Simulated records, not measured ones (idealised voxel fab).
You're looking at the process module voxel ribs on slabs.
Section shown: cut. Width: 295 nm. Cell size: 5 nm, square.
A cross-section is a grid of square cells, given in bands from the top down. A band is one or more rows of cells. First you get the band's top height and its bottom height, in nm, and then the materials it's made of, left to right, with each width in nm. If you see a single material with "throughout", that one covers the band edge to edge. "empty" is empty space. Heights are measured from 0, the level below which the as-received wafer is all one material; the lowest band has no bottom and continues downward, written as in "0 and below". The width entry "30->40" should be interpreted row by row: the top row of cells in the band takes the first number, the bottom row takes the second number, and the change between adjacent rows is uniform throughout. When a step is marked "everything unchanged", none of the cells in the cross-section changed during that step. Heads up: "Closed void entries" only lists the empty pockets with no open path to the top that are 8 cells or more, and it writes them as width x height at distance, distance from the left edge, in nm. Read whatever lies past the settings on a step's line as the simulator's own remark about the step. What "overlay nm" on a step's line means: if the step has a mask, that mask lay this far to the right of its planned place, or, when the value is negative, to the left.

# Process steps foreseen in the plan
1) op RECEIVE | material Si
2) op DIRECTIONAL_DEP | material SiO2 | thk nm 20
3) op DIRECTIONAL_DEP | material SiN | thk nm 15
4) op MASKED_ETCH | tone cover | mask id RIB | width nm 20 | etch materials SiN | depth nm 5 | overlay nm 0
5) op DIRECTIONAL_DEP | material aC | thk nm 15
6) op PATTERN | tone cover | mask id SLAB | material resist | width nm 50 | thk nm 30 | overlay nm 0
7) op DIRECTIONAL_ETCH | etch materials aC | depth nm 15
8) op STRIP | etch materials resist
9) op DIRECTIONAL_ETCH | etch materials SiN | depth nm 10
10) op STRIP | etch materials aC
11) op FILL_DEP | material SiO2 | thk nm 20
12) op CMP | height nm 45
13) op DIRECTIONAL_DEP | material TiN | thk nm 5
14) op PATTERN | tone cover | mask id HEATER | material resist | width nm 30 | thk nm 15 | overlay nm 0
15) op DIRECTIONAL_ETCH | etch materials TiN | depth nm 5
16) op STRIP | etch materials resist
17) op CONFORMAL_DEP | material SiO2 | thk nm 10

# Wafer at receipt (post step 1), cross-section
0 and below: Si throughout
Closed void entries: none

# What the wafer looks like in cross-section after this module, when it starts as shown above and follows the plan above but one mistake is made in running it
60 down to 55: empty (120) / SiO2 (50) / empty (125)
55 down to 50: SiO2 throughout
50 down to 45: SiO2 (130) / TiN (30) / SiO2 (135)
45 down to 35: SiO2 throughout
35 down to 20: SiO2 (135) / SiN (20) / SiO2 (140)
20 down to 0: SiO2 throughout
0 and below: Si throughout
Closed void entries: none
Error vs. plan: step 4 off recipe, ran as op MASKED_ETCH | tone cover | mask id RIB | width nm 20 | etch materials SiN | depth nm 15 | overlay nm 0
